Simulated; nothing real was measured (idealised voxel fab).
process module | voxel self aligned contacts
cross-section cut | 155 nm wide | cells 5 nm
A cross-section is a grid of square cells, given in bands from the top down. A band is one or more rows of cells.
Each band's line starts with the height of the band's top and of its bottom, in nm. Then come its materials from left to right, each with its width in nm. One material with "throughout" fills the band from edge to edge. "air" is empty space.
Height 0 is the level under which the wafer as received is all one material. The lowest band goes on downwards, as in "0 down".
A width such as "30 to 40" changes by the same amount from each row of cells to the next, from the band's top row to its bottom row.
"no change" after a step means that no cell of the cross-section changed.
closed voids: empty space of 8 cells or more with no open way to the top, each as width x height at its distance from the left edge, in nm
after a step's settings: what the simulator itself notes on the step
overlay nm, on a step with a mask: how far to the right of its planned place the mask lay; to the left if negative
plan
1 op RECEIVE | material Si
2 op OXIDIZE | depth nm 5
3 op DIRECTIONAL_DEP | material polySi | thk nm 20
4 op DIRECTIONAL_DEP | material SiN | thk nm 25
5 op MASKED_ETCH | tone cover | mask id GATE | width nm 25 | pitch nm 75 | etch materials SiN | depth nm 25 | overlay nm 0
6 op MASKED_ETCH | tone cover | mask id GATE | width nm 35 | pitch nm 75 | etch materials polySi | depth nm 20 | overlay nm 0
7 op CONFORMAL_DEP | material SiN | thk nm 10
8 op DIRECTIONAL_ETCH | etch materials SiN | depth nm 10
9 op FILL_DEP | material SiO2 | thk nm 15
10 op CMP | height nm 50
11 op DIRECTIONAL_DEP | material aC | thk nm 10
12 op PATTERN | tone open | mask id CONTACT | material resist | width nm 60 | thk nm 25 | overlay nm 0
13 op DIRECTIONAL_ETCH | etch materials aC | depth nm 10
14 op STRIP | etch materials resist
15 op DIRECTIONAL_ETCH | etch materials SiO2 | depth nm 55
16 op STRIP | etch materials aC
17 op CONFORMAL_DEP | material TiN | thk nm 5
18 op FILL_DEP | material W | thk nm 5
19 op CMP | height nm 50
20 op CONFORMAL_DEP | material SiCN | thk nm 5
varied across the wafers: width nm of step 5. The plan shows the first wafer's value. All wafers start alike
first wafer as received, after step 1
  0 down: Si throughout
  closed voids: none
first wafer at the end, after step 20
  55 to 50: SiCN throughout
  50 to 45: SiO2 45 | TiN 20 | W 20 | TiN 20 | SiO2 50
  45 to 25: SiO2 15 | SiN 45 | TiN 5 | W 20 | TiN 5 | SiN 45 | SiO2 20
  25 to 20: SiO2 15 | SiN 45 | TiN 10 | W 10 | TiN 10 | SiN 45 | SiO2 20
  20 to 0: SiO2 10 | SiN 10 | polySi 35 | SiN 10 | TiN 5 | W 10 | TiN 5 | SiN 10 | polySi 35 | SiN 10 | SiO2 15
  0 to -5: SiO2 65 | TiN 20 | SiO2 70
  -5 down: Si throughout
  closed voids: none
last wafer at the end
  55 to 50: SiCN throughout
  50 to 45: SiO2 45 | TiN 60 | SiO2 50
  45 to 20: SiO2 5 | SiN 70 | TiN 5 | SiN 70 | SiO2 5
  20 to 0: SiO2 5 | SiN 10 | polySi 50 | SiN 10 | TiN 5 | SiN 10 | polySi 50 | SiN 10 | SiO2 5
  0 to -5: SiO2 75 | TiN 5 | SiO2 75
  -5 down: Si throughout
  closed voids: none
each wafer at the end: cells of each material gained (+) or lost (-) since it was received, then its closed voids
width nm 25 | -31 Si | +31 SiCN | +122 SiN | +101 SiO2 | +32 TiN | +30 W | +56 polySi | closed voids: none
width nm 30 | -31 Si | +31 SiCN | +132 SiN | +96 SiO2 | +32 TiN | +25 W | +56 polySi | closed voids: none
width nm 35 | -31 Si | +31 SiCN | +142 SiN | +91 SiO2 | +32 TiN | +20 W | +56 polySi | closed voids: none
width nm 40 | -31 Si | +31 SiCN | +152 SiN | +83 SiO2 | +32 TiN | +10 W | +64 polySi | closed voids: none
width nm 45 | -31 Si | +31 SiCN | +162 SiN | +75 SiO2 | +32 TiN | +72 polySi | closed voids: none
width nm 50 | -31 Si | +31 SiCN | +172 SiN | +67 SiO2 | +22 TiN | +80 polySi | closed voids: none
